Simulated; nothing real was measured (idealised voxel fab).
Process module under the name voxel transistor to metal
Displayed cross-section: cut, width of 205 nm, square cells sized 5 nm.
Cross-section layout: square cells on a grid; listed as bands, top to bottom; a band spans one or more cell rows.
Band: top and bottom heights (nm) first, top before bottom; then materials from left to right, widths in nm. "full width" marks a sole material filling the band edge to edge. "empty" denotes empty space.
Height datum 0, below which the as-received substrate wafer is one material. Lowest band open at the bottom, running downward: "0..down".
Quick explanation for "30->40": the width changes in equal steps down the rows of cells, from the first number in the band's top row to the second number in its bottom row.
"remains unaltered", as given for a step, is the statement that not any cell of the cross-section underwent a change during that step.
"Closed void roster" means: voids of 8 cells or more that are shut off from the top with no open way through. Written width x height at distance, distance from the left edge, in nm.
That trailing text on a step's line, after the settings, is the simulator's own remark on the step.
overlay nm: right-of-plan distance of the mask on a masked step; negative values mean left-of-plan.
[These are the steps we planned for the process]
1 op RECEIVE | material Si
2 op CONFORMAL_DEP | material SiO2 | thk nm 5
3 op CONFORMAL_DEP | material SiN | thk nm 10
4 op DIRECTIONAL_DEP | material aC | thk nm 15
5 op PATTERN | tone cover | mask id ACTIVE | material resist | width nm 110 | thk nm 35 | overlay nm 0
6 op DIRECTIONAL_ETCH | etch materials aC | depth nm 15
7 op STRIP | etch materials resist
8 op DIRECTIONAL_ETCH | etch materials SiN | depth nm 10
9 op DIRECTIONAL_ETCH | etch materials SiO2 | depth nm 5
10 op DIRECTIONAL_ETCH | etch materials Si | depth nm 35
11 op STRIP | etch materials aC
12 op OXIDIZE | depth nm 5
13 op FILL_DEP | material SiO2 | thk nm 10
14 op CMP | height nm 15
15 op SELECTIVE_ETCH | etch materials SiO2 | depth nm 10
16 op STRIP | etch materials SiN
17 op SELECTIVE_ETCH | etch materials SiO2 | depth nm 5
18 op OXIDIZE | depth nm 5
19 op DIRECTIONAL_DEP | material polySi | thk nm 25
20 op DIRECTIONAL_DEP | material SiCN | thk nm 10
21 op DIRECTIONAL_DEP | material aC | thk nm 10
22 op PATTERN | tone cover | mask id GATE | material resist | width nm 20 | thk nm 25 | overlay nm 0
23 op DIRECTIONAL_ETCH | etch materials aC | depth nm 10
24 op STRIP | etch materials resist
25 op DIRECTIONAL_ETCH | etch materials SiCN | depth nm 20
26 op DIRECTIONAL_ETCH | etch materials polySi | depth nm 35
27 op STRIP | etch materials aC
28 op CONFORMAL_DEP | material SiO2 | thk nm 5
29 op DIRECTIONAL_ETCH | etch materials SiO2 | depth nm 5
30 op CONFORMAL_DEP | material SiN | thk nm 10
31 op DIRECTIONAL_ETCH | etch materials SiN | depth nm 10
32 op DIRECTIONAL_ETCH | etch materials SiO2 | depth nm 5
33 op EPI | material pSi | thk nm 5
34 op FILL_DEP | material SiO2 | thk nm 10
35 op CMP | height nm 35
36 op DIRECTIONAL_DEP | material SiO2 | thk nm 15
37 op MASKED_ETCH | tone open | mask id CONTACT | width nm 30 | pitch nm 60 | etch materials SiO2 | depth nm 50 | overlay nm 0
38 op CONFORMAL_DEP | material TiN | thk nm 5
39 op FILL_DEP | material Ru | thk nm 5
40 op CMP | height nm 50
41 op CONFORMAL_DEP | material SiCN | thk nm 5
42 op DIRECTIONAL_DEP | material SiO2 | thk nm 15
43 op MASKED_ETCH | tone open | mask id METAL_1 | width nm 15 | pitch nm 75 | etch materials SiO2 | depth nm 15 | overlay nm 0
44 op MASKED_ETCH | tone open | mask id METAL_1 | width nm 15 | pitch nm 75 | etch materials SiCN | depth nm 5 | overlay nm 0
45 op CONFORMAL_DEP | material TiN | thk nm 5
46 op FILL_DEP | material Ru | thk nm 10
47 op CMP | height nm 70
48 op CONFORMAL_DEP | material SiCN | thk nm 5
49 op DIRECTIONAL_DEP | material SiO2 | thk nm 30
50 op PATTERN | tone open | mask id METAL_2 | material resist | width nm 15 | pitch nm 75 | thk nm 15 | overlay nm 0
51 op DIRECTIONAL_ETCH | etch materials SiO2 | depth nm 20
52 op STRIP | etch materials resist
53 op MASKED_ETCH | tone open | mask id METAL_2_HOLES | width nm 15 | pitch nm 75 | etch materials SiO2 | depth nm 10 | overlay nm 0
54 op MASKED_ETCH | tone open | mask id METAL_2_HOLES | width nm 15 | pitch nm 75 | etch materials SiCN | depth nm 5 | overlay nm 0
55 op CONFORMAL_DEP | material TiN | thk nm 5
56 op FILL_DEP | material Ru | thk nm 10
57 op CMP | height nm 105
58 op CONFORMAL_DEP | material SiCN | thk nm 5
All wafers enter the flow in the same state. The width nm at step 43 differs from wafer to wafer, and the plan gives the value for the first wafer.
[As-received cross-section, first of several wafers, post step 1]
	0..down = Si full width
	Closed void roster: none
[Tabulated below, wafer by wafer, are the end-of-module results: for each material, the number of cells gained (+) or lost (-) relative to the as-received state, followed by the closed voids]
width nm 15; +62 Ru; -188 Si; +119 SiCN; +28 SiN; +753 SiO2; +96 TiN; +12 pSi; +20 polySi; Closed void roster: none
width nm 20; +66 Ru; -188 Si; +119 SiCN; +28 SiN; +747 SiO2; +98 TiN; +12 pSi; +20 polySi; Closed void roster: none
width nm 25; +70 Ru; -188 Si; +119 SiCN; +28 SiN; +741 SiO2; +100 TiN; +12 pSi; +20 polySi; Closed void roster: none
width nm 30; +74 Ru; -188 Si; +119 SiCN; +28 SiN; +735 SiO2; +102 TiN; +12 pSi; +20 polySi; Closed void roster: none
